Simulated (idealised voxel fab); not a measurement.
process module | voxel transistor to metal
cross-section cut | 200 nm wide | cells 5 nm
A cross-section is a grid of square cells, given in bands from the top down. A band is one or more rows of cells.
Each band's line starts with the height of the band's top and of its bottom, in nm. Then come its materials from left to right, each with its width in nm. One material with "throughout" fills the band from edge to edge. "air" is empty space.
Height 0 is the level under which the wafer as received is all one material. The lowest band goes on downwards, as in "0 down".
A width such as "30 to 40" changes by the same amount from each row of cells to the next, from the band's top row to its bottom row.
"no change" after a step means that no cell of the cross-section changed.
closed voids: empty space of 8 cells or more with no open way to the top, each as width x height at its distance from the left edge, in nm
after a step's settings: what the simulator itself notes on the step
overlay nm, on a step with a mask: how far to the right of its planned place the mask lay; to the left if negative
Each pair below shows a cross-section before one step and the cross-section after it, down to the lowest band that changed. The line under each pair gives the step between them, with its settings. The pairs can come from different runs of this module on the same starting wafer, so a pair continues from the pair above only where its "before" says so.
before
  90 to 85: SiCN throughout
  85 to 60: lowk 50 | SiCN 5 | W 20 | SiCN 5 | lowk 35 | SiCN 5 | W 20 | SiCN 5 | lowk 55
  60 to 55: SiCN 55 | TiN 20 | SiCN 45 | TiN 20 | SiCN 60
  55 to 45: SiO2 55 | TiN 5 | W 10 | TiN 5 | SiO2 45 | TiN 5 | W 10 | TiN 5 | SiO2 60
  45 to 30: SiO2 55 | TiN 5 | W 10 | TiN 5 | SiO2 5 | SiN 5 | SiO2 5 | SiCN 15 | SiO2 5 | SiN 5 | SiO2 5 | TiN 5 | W 10 | TiN 5 | SiO2 60
  30 to 20: SiO2 55 | TiN 5 | W 10 | TiN 5 | SiO2 5 | SiN 5 | SiO2 5 | polySi 15 | SiO2 5 | SiN 5 | SiO2 5 | TiN 5 | W 10 | TiN 5 | SiO2 60
  20 to 15: SiO2 55 | TiN 20 | SiO2 5 | SiN 5 | SiO2 5 | polySi 15 | SiO2 5 | SiN 5 | SiO2 5 | TiN 20 | SiO2 60
  15 to 5: SiO2 55 | TiN 5 | pSi 20 | SiN 5 | SiO2 5 | polySi 15 | SiO2 5 | SiN 5 | pSi 20 | TiN 5 | SiO2 60
  5 to 0: SiO2 50 | SiN 5 | TiN 5 | pSi 20 | SiN 5 | SiO2 5 | polySi 15 | SiO2 5 | SiN 5 | pSi 20 | TiN 5 | SiN 5 | SiO2 55
  0 to -5: SiO2 55 | pSi 25 | SiO2 35 | pSi 25 | SiO2 60
  -5 to -20: SiO2 55 | pSi 25 | Si 35 | pSi 25 | SiO2 60
  -20 to -35: SiO2 55 | Si 85 | SiO2 60
  -35 down: Si throughout
  closed voids: none
after
  125 to 90: SiO2 throughout
  below 90: unchanged
  closed voids: none
the step between: op DIRECTIONAL_DEP | material SiO2 | thk nm 35
before: the cross-section after the pair above
after
  125 to 105: SiO2 55 | air 20 | SiO2 45 | air 20 | SiO2 60
  below 105: unchanged
  closed voids: none
the step between: op MASKED_ETCH | tone open | mask id METAL_2 | width nm 20 | pitch nm 65 | etch materials SiO2 | depth nm 20 | overlay nm 0
before: the cross-section after the pair above
after
  125 to 105: SiO2 55 | air 20 | SiO2 45 | air 20 | SiO2 60
  105 to 90: SiO2 55 | air 15 | SiO2 50 | air 15 | SiO2 65
  below 90: unchanged
  closed voids: none
the step between: op MASKED_ETCH | tone open | mask id METAL_2_HOLES | width nm 15 | pitch nm 65 | etch materials SiO2 | depth nm 15 | overlay nm 0
before: the cross-section after the pair above
after
  125 to 105: SiO2 55 | air 20 | SiO2 45 | air 20 | SiO2 60
  105 to 90: SiO2 55 | air 15 | SiO2 50 | air 15 | SiO2 65
  90 to 85: SiCN 55 | air 15 | SiCN 50 | air 15 | SiCN 65
  below 85: unchanged
  closed voids: none
the step between: op MASKED_ETCH | tone open | mask id METAL_2_HOLES | width nm 15 | pitch nm 65 | etch materials SiCN | depth nm 5 | overlay nm 0
before: the cross-section after the pair above
after
  130 to 125: TiN 60 | air 10 | TiN 55 | air 10 | TiN 65
  125 to 110: SiO2 55 | TiN 5 | air 10 | TiN 5 | SiO2 45 | TiN 5 | air 10 | TiN 5 | SiO2 60
  110 to 105: SiO2 55 | TiN 5 | air 5 | TiN 10 | SiO2 45 | TiN 5 | air 5 | TiN 10 | SiO2 60
  105 to 90: SiO2 55 | TiN 5 | air 5 | TiN 5 | SiO2 50 | TiN 5 | air 5 | TiN 5 | SiO2 65
  90 to 85: SiCN 55 | TiN 15 | SiCN 50 | TiN 15 | SiCN 65
  below 85: unchanged
  closed voids: none
the step between: op CONFORMAL_DEP | material TiN | thk nm 5
before: the cross-section after the pair above
after
  135 to 130: Cu throughout
  130 to 125: TiN 60 | Cu 10 | TiN 55 | Cu 10 | TiN 65
  125 to 110: SiO2 55 | TiN 5 | Cu 10 | TiN 5 | SiO2 45 | TiN 5 | Cu 10 | TiN 5 | SiO2 60
  110 to 105: SiO2 55 | TiN 5 | Cu 5 | TiN 10 | SiO2 45 | TiN 5 | Cu 5 | TiN 10 | SiO2 60
  105 to 90: SiO2 55 | TiN 5 | Cu 5 | TiN 5 | SiO2 50 | TiN 5 | Cu 5 | TiN 5 | SiO2 65
  below 90: unchanged
  closed voids: none
the step between: op FILL_DEP | material Cu | thk nm 5
before: the cross-section after the pair above
after
  125 to 110: SiO2 55 | TiN 5 | Cu 10 | TiN 5 | SiO2 45 | TiN 5 | Cu 10 | TiN 5 | SiO2 60
  below 110: unchanged
  closed voids: none
the step between: op CMP | height nm 125
before: the cross-section after the pair above
after
  130 to 125: SiN throughout
  below 125: unchanged
  closed voids: none
the step between: op CONFORMAL_DEP | material SiN | thk nm 5
before
  20 to 5: SiN throughout
  5 to 0: SiO2 throughout
  0 down: Si throughout
  closed voids: none
after
  20 to 5: SiN 50 | air 95 | SiN 55
  below 5: unchanged
  closed voids: none
the step between: op MASKED_ETCH | tone open | mask id ACTIVE | width nm 95 | etch materials SiN | depth nm 15 | overlay nm 0
before: the cross-section after the pair above
after
  30 to 20: SiO2 throughout
  20 to 5: SiN 50 | SiO2 95 | SiN 55
  below 5: unchanged
  closed voids: none
the step between: op FILL_DEP | material SiO2 | thk nm 10
before: the cross-section after the pair above
after
  20 to 5: SiN 50 | SiO2 95 | SiN 55
  below 5: unchanged
  closed voids: none
the step between: op CMP | height nm 20
before: the cross-section after the pair above
after
  20 to 10: SiN 50 | air 95 | SiN 55
  below 10: unchanged
  closed voids: none
the step between: op SELECTIVE_ETCH | etch materials SiO2 | depth nm 10
before: the cross-section after the pair above
after
  10 to 5: air 50 | SiO2 95 | air 55
  below 5: unchanged
  closed voids: none
the step between: op STRIP | etch materials SiN
before: the cross-section after the pair above
after
  5 to 0: air 55 | SiO2 85 | air 60
  below 0: unchanged
  closed voids: none
the step between: op SELECTIVE_ETCH | etch materials SiO2 | depth nm 5
before: the cross-section after the pair above
after
  5 to 0: air 55 | SiO2 85 | air 60
  0 to -5: SiO2 60 | Si 75 | SiO2 65
  below -5: unchanged
  closed voids: none
the step between: op OXIDIZE | depth nm 5
before: the cross-section after the pair above
after
  35 to 30: air 55 | polySi 85 | air 60
  30 to 5: polySi throughout
  5 to 0: polySi 55 | SiO2 85 | polySi 60
  below 0: unchanged
  closed voids: none
the step between: op DIRECTIONAL_DEP | material polySi | thk nm 30
before: the cross-section after the pair above
after
  50 to 45: air 55 | SiCN 85 | air 60
  45 to 35: SiCN throughout
  35 to 30: SiCN 55 | polySi 85 | SiCN 60
  below 30: unchanged
  closed voids: none
the step between: op DIRECTIONAL_DEP | material SiCN | thk nm 15
before: the cross-section after the pair above
after
  70 to 50: air 90 | resist 15 | air 95
  below 50: unchanged
  closed voids: none
the step between: op PATTERN | tone cover | mask id GATE | material resist | width nm 15 | thk nm 20 | overlay nm 0
before: the cross-section after the pair above
after
  70 to 50: air 90 | resist 15 | air 95
  50 to 35: air 90 | SiCN 15 | air 95
  35 to 30: air 55 | polySi 85 | air 60
  below 30: unchanged
  closed voids: none
the step between: op DIRECTIONAL_ETCH | etch materials SiCN | depth nm 25
before: the cross-section after the pair above
after
  70 to 50: air 90 | resist 15 | air 95
  50 to 35: air 90 | SiCN 15 | air 95
  35 to 5: air 90 | polySi 15 | air 95
  5 to 0: air 55 | SiO2 85 | air 60
  below 0: unchanged
  closed voids: none
the step between: op DIRECTIONAL_ETCH | etch materials polySi | depth nm 40
before: the cross-section after the pair above
after
  50 to 35: air 90 | SiCN 15 | air 95
  below 35: unchanged
  closed voids: none
the step between: op STRIP | etch materials resist
before: the cross-section after the pair above
after
  55 to 50: air 85 | SiO2 25 | air 90
  50 to 35: air 85 | SiO2 5 | SiCN 15 | SiO2 5 | air 90
  35 to 10: air 85 | SiO2 5 | polySi 15 | SiO2 5 | air 90
  10 to 5: air 50 | SiO2 40 | polySi 15 | SiO2 40 | air 55
  5 to 0: SiO2 throughout
  below 0: unchanged
  closed voids: none
the step between: op CONFORMAL_DEP | material SiO2 | thk nm 5
before: the cross-section after the pair above
after
  50 to 35: air 85 | SiO2 5 | SiCN 15 | SiO2 5 | air 90
  35 to 5: air 85 | SiO2 5 | polySi 15 | SiO2 5 | air 90
  5 to 0: air 50 | SiO2 95 | air 55
  below 0: unchanged
  closed voids: none
the step between: op DIRECTIONAL_ETCH | etch materials SiO2 | depth nm 5
before: the cross-section after the pair above
after
  55 to 50: air 80 | SiN 35 | air 85
  50 to 35: air 80 | SiN 5 | SiO2 5 | SiCN 15 | SiO2 5 | SiN 5 | air 85
  35 to 10: air 80 | SiN 5 | SiO2 5 | polySi 15 | SiO2 5 | SiN 5 | air 85
  10 to 5: air 45 | SiN 40 | SiO2 5 | polySi 15 | SiO2 5 | SiN 40 | air 50
  5 to 0: SiN 50 | SiO2 95 | SiN 55
  below 0: unchanged
  closed voids: none
the step between: op CONFORMAL_DEP | material SiN | thk nm 5
before: the cross-section after the pair above
after
  50 to 35: air 80 | SiN 5 | SiO2 5 | SiCN 15 | SiO2 5 | SiN 5 | air 85
  35 to 5: air 80 | SiN 5 | SiO2 5 | polySi 15 | SiO2 5 | SiN 5 | air 85
  5 to 0: air 45 | SiN 5 | SiO2 95 | SiN 5 | air 50
  below 0: unchanged
  closed voids: none
the step between: op DIRECTIONAL_ETCH | etch materials SiN | depth nm 5
before: the cross-section after the pair above
after
  50 to 45: air 80 | SiN 5 | air 5 | SiCN 15 | air 5 | SiN 5 | air 85
  45 to 35: air 80 | SiN 5 | SiO2 5 | SiCN 15 | SiO2 5 | SiN 5 | air 85
  35 to 5: air 80 | SiN 5 | SiO2 5 | polySi 15 | SiO2 5 | SiN 5 | air 85
  5 to 0: air 45 | SiN 5 | air 30 | SiO2 35 | air 30 | SiN 5 | air 50
  0 to -5: air 45 | SiO2 15 | Si 75 | SiO2 15 | air 50
  below -5: unchanged
  closed voids: none
the step between: op DIRECTIONAL_ETCH | etch materials SiO2 | depth nm 5
before: the cross-section after the pair above
after
  50 to 45: air 80 | SiN 5 | air 5 | SiCN 15 | air 5 | SiN 5 | air 85
  45 to 35: air 80 | SiN 5 | SiO2 5 | SiCN 15 | SiO2 5 | SiN 5 | air 85
  35 to 5: air 80 | SiN 5 | SiO2 5 | polySi 15 | SiO2 5 | SiN 5 | air 85
  5 to 0: air 45 | SiN 5 | air 30 | SiO2 35 | air 30 | SiN 5 | air 50
  0 to -5: air 45 | SiO2 15 | air 20 | Si 35 | air 20 | SiO2 15 | air 50
  -5 to -15: air 45 | Si 15 | air 20 | Si 35 | air 20 | Si 15 | air 50
  -15 to -20: air 45 | Si 105 | air 50
  below -20: unchanged
  closed voids: none
the step between: op DIRECTIONAL_ETCH | etch materials Si | depth nm 15
before: the cross-section after the pair above
after
  50 to 45: air 80 | SiN 5 | air 5 | SiCN 15 | air 5 | SiN 5 | air 85
  45 to 35: air 80 | SiN 5 | SiO2 5 | SiCN 15 | SiO2 5 | SiN 5 | air 85
  35 to 20: air 80 | SiN 5 | SiO2 5 | polySi 15 | SiO2 5 | SiN 5 | air 85
  20 to 15: air 60 | pSi 20 | SiN 5 | SiO2 5 | polySi 15 | SiO2 5 | SiN 5 | pSi 20 | air 65
  15 to 5: air 25 | pSi 55 | SiN 5 | SiO2 5 | polySi 15 | SiO2 5 | SiN 5 | pSi 55 | air 30
  5 to 0: air 25 | pSi 20 | SiN 5 | pSi 30 | SiO2 35 | pSi 30 | SiN 5 | pSi 20 | air 30
  0 to -5: pSi 45 | SiO2 15 | pSi 20 | Si 35 | pSi 20 | SiO2 15 | pSi 50
  -5 to -15: pSi 45 | Si 15 | pSi 20 | Si 35 | pSi 20 | Si 15 | pSi 50
  -15 to -20: pSi 45 | Si 105 | pSi 50
  below -20: unchanged
  closed voids: none
the step between: op EPI | material pSi | thk nm 20
before: the cross-section after the pair above
after
  55 to 50: SiO2 throughout
  50 to 35: SiO2 80 | SiN 5 | SiO2 5 | SiCN 15 | SiO2 5 | SiN 5 | SiO2 85
  35 to 20: SiO2 80 | SiN 5 | SiO2 5 | polySi 15 | SiO2 5 | SiN 5 | SiO2 85
  20 to 15: SiO2 60 | pSi 20 | SiN 5 | SiO2 5 | polySi 15 | SiO2 5 | SiN 5 | pSi 20 | SiO2 65
  15 to 5: SiO2 25 | pSi 55 | SiN 5 | SiO2 5 | polySi 15 | SiO2 5 | SiN 5 | pSi 55 | SiO2 30
  5 to 0: SiO2 25 | pSi 20 | SiN 5 | pSi 30 | SiO2 35 | pSi 30 | SiN 5 | pSi 20 | SiO2 30
  below 0: unchanged
  closed voids: none
the step between: op FILL_DEP | material SiO2 | thk nm 5
before: the cross-section after the pair above
after
  45 to 35: SiO2 80 | SiN 5 | SiO2 5 | SiCN 15 | SiO2 5 | SiN 5 | SiO2 85
  below 35: unchanged
  closed voids: none
the step between: op CMP | height nm 45
before: the cross-section after the pair above
after
  55 to 45: SiO2 throughout
  below 45: unchanged
  closed voids: none
the step between: op DIRECTIONAL_DEP | material SiO2 | thk nm 10
before: the cross-section after the pair above
after
  75 to 55: resist 55 | air 20 | resist 45 | air 20 | resist 60
  below 55: unchanged
  closed voids: none
the step between: op PATTERN | tone open | mask id CONTACT | material resist | width nm 20 | pitch nm 65 | thk nm 20 | overlay nm 0
before: the cross-section after the pair above
after
  75 to 55: resist 55 | air 20 | resist 45 | air 20 | resist 60
  55 to 45: SiO2 55 | air 20 | SiO2 45 | air 20 | SiO2 60
  45 to 35: SiO2 55 | air 20 | SiO2 5 | SiN 5 | SiO2 5 | SiCN 15 | SiO2 5 | SiN 5 | SiO2 5 | air 20 | SiO2 60
  35 to 20: SiO2 55 | air 20 | SiO2 5 | SiN 5 | SiO2 5 | polySi 15 | SiO2 5 | SiN 5 | SiO2 5 | air 20 | SiO2 60
  20 to 15: SiO2 55 | air 5 | pSi 20 | SiN 5 | SiO2 5 | polySi 15 | SiO2 5 | SiN 5 | pSi 20 | air 5 | SiO2 60
  below 15: unchanged
  closed voids: none
the step between: op DIRECTIONAL_ETCH | etch materials SiO2 | depth nm 55
before: the cross-section after the pair above
after
  55 to 45: SiO2 55 | air 20 | SiO2 45 | air 20 | SiO2 60
  below 45: unchanged
  closed voids: none
the step between: op STRIP | etch materials resist
before: the cross-section after the pair above
after
  60 to 55: TiN 60 | air 10 | TiN 55 | air 10 | TiN 65
  55 to 45: SiO2 55 | TiN 5 | air 10 | TiN 5 | SiO2 45 | TiN 5 | air 10 | TiN 5 | SiO2 60
  45 to 35: SiO2 55 | TiN 5 | air 10 | TiN 5 | SiO2 5 | SiN 5 | SiO2 5 | SiCN 15 | SiO2 5 | SiN 5 | SiO2 5 | TiN 5 | air 10 | TiN 5 | SiO2 60
  35 to 25: SiO2 55 | TiN 5 | air 10 | TiN 5 | SiO2 5 | SiN 5 | SiO2 5 | polySi 15 | SiO2 5 | SiN 5 | SiO2 5 | TiN 5 | air 10 | TiN 5 | SiO2 60
  25 to 20: SiO2 55 | TiN 20 | SiO2 5 | SiN 5 | SiO2 5 | polySi 15 | SiO2 5 | SiN 5 | SiO2 5 | TiN 20 | SiO2 60
  20 to 15: SiO2 55 | TiN 5 | pSi 20 | SiN 5 | SiO2 5 | polySi 15 | SiO2 5 | SiN 5 | pSi 20 | TiN 5 | SiO2 60
  below 15: unchanged
  closed voids: none
the step between: op CONFORMAL_DEP | material TiN | thk nm 5
before: the cross-section after the pair above
after
  65 to 60: Ru throughout
  60 to 55: TiN 60 | Ru 10 | TiN 55 | Ru 10 | TiN 65
  55 to 45: SiO2 55 | TiN 5 | Ru 10 | TiN 5 | SiO2 45 | TiN 5 | Ru 10 | TiN 5 | SiO2 60
  45 to 35: SiO2 55 | TiN 5 | Ru 10 | TiN 5 | SiO2 5 | SiN 5 | SiO2 5 | SiCN 15 | SiO2 5 | SiN 5 | SiO2 5 | TiN 5 | Ru 10 | TiN 5 | SiO2 60
  35 to 25: SiO2 55 | TiN 5 | Ru 10 | TiN 5 | SiO2 5 | SiN 5 | SiO2 5 | polySi 15 | SiO2 5 | SiN 5 | SiO2 5 | TiN 5 | Ru 10 | TiN 5 | SiO2 60
  below 25: unchanged
  closed voids: none
the step between: op FILL_DEP | material Ru | thk nm 5
before: the cross-section after the pair above
after
  55 to 45: SiO2 55 | TiN 5 | Ru 10 | TiN 5 | SiO2 45 | TiN 5 | Ru 10 | TiN 5 | SiO2 60
  below 45: unchanged
  closed voids: none
the step between: op CMP | height nm 55
before: the cross-section after the pair above
after
  60 to 55: TiN throughout
  below 55: unchanged
  closed voids: none
the step between: op DIRECTIONAL_DEP | material TiN | thk nm 5
before: the cross-section after the pair above
after
  85 to 60: W throughout
  below 60: unchanged
  closed voids: none
the step between: op DIRECTIONAL_DEP | material W | thk nm 25
before: the cross-section after the pair above
after
  85 to 60: air 55 | W 20 | air 45 | W 20 | air 60
  below 60: unchanged
  closed voids: none
the step between: op MASKED_ETCH | tone cover | mask id METAL_1 | width nm 20 | pitch nm 65 | etch materials W | depth nm 25 | overlay nm 0
before: the cross-section after the pair above
after
  85 to 60: air 55 | W 20 | air 45 | W 20 | air 60
  60 to 55: air 55 | TiN 20 | air 45 | TiN 20 | air 60
  below 55: unchanged
  closed voids: none
the step between: op MASKED_ETCH | tone cover | mask id METAL_1 | width nm 20 | pitch nm 65 | etch materials TiN | depth nm 5 | overlay nm 0
before: the cross-section after the pair above
after
  90 to 85: air 50 | SiCN 30 | air 35 | SiCN 30 | air 55
  85 to 60: air 50 | SiCN 5 | W 20 | SiCN 5 | air 35 | SiCN 5 | W 20 | SiCN 5 | air 55
  60 to 55: SiCN 55 | TiN 20 | SiCN 45 | TiN 20 | SiCN 60
  below 55: unchanged
  closed voids: none
the step between: op CONFORMAL_DEP | material SiCN | thk nm 5
before: the cross-section after the pair above
after
  95 to 90: lowk throughout
  90 to 85: lowk 50 | SiCN 30 | lowk 35 | SiCN 30 | lowk 55
  85 to 60: lowk 50 | SiCN 5 | W 20 | SiCN 5 | lowk 35 | SiCN 5 | W 20 | SiCN 5 | lowk 55
  below 60: unchanged
  closed voids: none
the step between: op FILL_DEP | material lowk | thk nm 5
before: the cross-section after the pair above
after
  85 to 60: lowk 50 | SiCN 5 | W 20 | SiCN 5 | lowk 35 | SiCN 5 | W 20 | SiCN 5 | lowk 55
  below 60: unchanged
  closed voids: none
the step between: op CMP | height nm 85
before: the cross-section after the pair above
after
  90 to 85: SiCN throughout
  below 85: unchanged
  closed voids: none
the step between: op CONFORMAL_DEP | material SiCN | thk nm 5
before: the cross-section after the pair above
after
  125 to 90: SiO2 throughout
  below 90: unchanged
  closed voids: none
the step between: op DIRECTIONAL_DEP | material SiO2 | thk nm 35
before: the cross-section after the pair above
after
  125 to 105: SiO2 55 | air 20 | SiO2 45 | air 20 | SiO2 60
  below 105: unchanged
  closed voids: none
the step between: op MASKED_ETCH | tone open | mask id METAL_2 | width nm 20 | pitch nm 65 | etch materials SiO2 | depth nm 20 | overlay nm 0
before: the cross-section after the pair above
after
  125 to 105: SiO2 55 | air 20 | SiO2 45 | air 20 | SiO2 60
  105 to 90: SiO2 55 | air 15 | SiO2 50 | air 15 | SiO2 65
  below 90: unchanged
  closed voids: none
the step between: op MASKED_ETCH | tone open | mask id METAL_2_HOLES | width nm 15 | pitch nm 65 | etch materials SiO2 | depth nm 15 | overlay nm 0
before: the cross-section after the pair above
after
  125 to 105: SiO2 55 | air 20 | SiO2 45 | air 20 | SiO2 60
  105 to 90: SiO2 55 | air 15 | SiO2 50 | air 15 | SiO2 65
  90 to 85: SiCN 55 | air 15 | SiCN 50 | air 15 | SiCN 65
  below 85: unchanged
  closed voids: none
the step between: op MASKED_ETCH | tone open | mask id METAL_2_HOLES | width nm 15 | pitch nm 65 | etch materials SiCN | depth nm 5 | overlay nm 0
before: the cross-section after the pair above
after
  130 to 125: TiN 60 | air 10 | TiN 55 | air 10 | TiN 65
  125 to 110: SiO2 55 | TiN 5 | air 10 | TiN 5 | SiO2 45 | TiN 5 | air 10 | TiN 5 | SiO2 60
  110 to 105: SiO2 55 | TiN 5 | air 5 | TiN 10 | SiO2 45 | TiN 5 | air 5 | TiN 10 | SiO2 60
  105 to 90: SiO2 55 | TiN 5 | air 5 | TiN 5 | SiO2 50 | TiN 5 | air 5 | TiN 5 | SiO2 65
  90 to 85: SiCN 55 | TiN 15 | SiCN 50 | TiN 15 | SiCN 65
  below 85: unchanged
  closed voids: none
the step between: op CONFORMAL_DEP | material TiN | thk nm 5
before: the cross-section after the pair above
after
  135 to 130: Cu throughout
  130 to 125: TiN 60 | Cu 10 | TiN 55 | Cu 10 | TiN 65
  125 to 110: SiO2 55 | TiN 5 | Cu 10 | TiN 5 | SiO2 45 | TiN 5 | Cu 10 | TiN 5 | SiO2 60
  110 to 105: SiO2 55 | TiN 5 | Cu 5 | TiN 10 | SiO2 45 | TiN 5 | Cu 5 | TiN 10 | SiO2 60
  105 to 90: SiO2 55 | TiN 5 | Cu 5 | TiN 5 | SiO2 50 | TiN 5 | Cu 5 | TiN 5 | SiO2 65
  below 90: unchanged
  closed voids: none
the step between: op FILL_DEP | material Cu | thk nm 5
before: the cross-section after the pair above
after
  125 to 110: SiO2 55 | TiN 5 | Cu 10 | TiN 5 | SiO2 45 | TiN 5 | Cu 10 | TiN 5 | SiO2 60
  below 110: unchanged
  closed voids: none
the step between: op CMP | height nm 125
before: the cross-section after the pair above
after
  130 to 125: SiN throughout
  below 125: unchanged
  closed voids: none
the step between: op CONFORMAL_DEP | material SiN | thk nm 5
